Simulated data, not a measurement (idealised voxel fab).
The process module presented herein is designated voxel quadruple lines.
Pictured: cross-section cut, 225 nm wide, on a grid of 5 nm square cells.
Throughout this document, each cross-section is represented as a grid of square cells and is presented as a sequence of bands enumerated from the top downward, where a band comprises one or more rows of cells.
For a band, the entry starts with two heights in nm, that of the top and then that of the bottom, and carries on with the band's materials in order from left to right, each alongside its width in nm; the word "everywhere" beside a single material means it fills the band edge to edge, and "empty" means empty space.
Counting heights begins at 0, where everything beneath is, in the wafer as received, one material. The lowest band has no bottom; it goes on downwards, as "0 and below" shows.
A two-number width, for instance "30..40", indicates that the width is equal to the first number in the top row of the band and to the second number in the bottom row, and that it changes by a constant amount per row of cells.
Key: "left unchanged" - step with no changed cell in the cross-section.
You'll see "Voids, enclosed" listing empty spaces that have no way open to the top, as long as they're 8 cells or more; the notation is width x height at distance, where the distance is from the left edge, and all of it is in nm.
Formally, on a step line, whatever follows the settings is a remark that the simulator itself makes on the step.
"overlay nm", when on a step's line for a step with a mask, measures how far to the right of its planned place the mask lay; a negative measure means to the left.

Steps planned for the process
1) RECEIVE | material Si
2) CONFORMAL_DEP | material SiO2 | thk nm 10
3) DIRECTIONAL_DEP | material TiN | thk nm 10
4) DIRECTIONAL_DEP | material polySi | thk nm 20
5) DIRECTIONAL_DEP | material aC | thk nm 20
6) PATTERN | tone cover | mask id MANDREL | material resist | width nm 20 | thk nm 30 | overlay nm 0
7) DIRECTIONAL_ETCH | etch materials aC | depth nm 20
8) STRIP | etch materials resist
9) CONFORMAL_DEP | material SiO2 | thk nm 10
10) DIRECTIONAL_ETCH | etch materials SiO2 | depth nm 10
11) STRIP | etch materials aC
12) DIRECTIONAL_ETCH | etch materials polySi | depth nm 20
13) STRIP | etch materials SiO2
14) CONFORMAL_DEP | material SiN | thk nm 10
15) DIRECTIONAL_ETCH | etch materials SiN | depth nm 10
16) STRIP | etch materials polySi
17) DIRECTIONAL_ETCH | etch materials TiN | depth nm 10
18) STRIP | etch materials SiN
19) FILL_DEP | material lowk | thk nm 10
20) CMP | height nm 20
The wafers in this document start out alike and differ in the width nm applied at step 6; the plan shows the value used for the first wafer.

Incoming state of the first of several wafers in cross-section: after step 1
	0 and below: Si everywhere
	Voids, enclosed: none

Basically each wafer gets a line in the table, showing it at the end of the module: material by material, the cells it gained (+) or lost (-) since we got it, then its closed voids
width nm 20, +90 SiO2, +16 TiN, +74 lowk, Voids, enclosed: none
width nm 25, +90 SiO2, +16 TiN, +74 lowk, Voids, enclosed: none
width nm 30, +90 SiO2, +16 TiN, +74 lowk, Voids, enclosed: none
width nm 35, +90 SiO2, +16 TiN, +74 lowk, Voids, enclosed: none
width nm 40, +90 SiO2, +16 TiN, +74 lowk, Voids, enclosed: none
width nm 45, +90 SiO2, +16 TiN, +74 lowk, Voids, enclosed: none
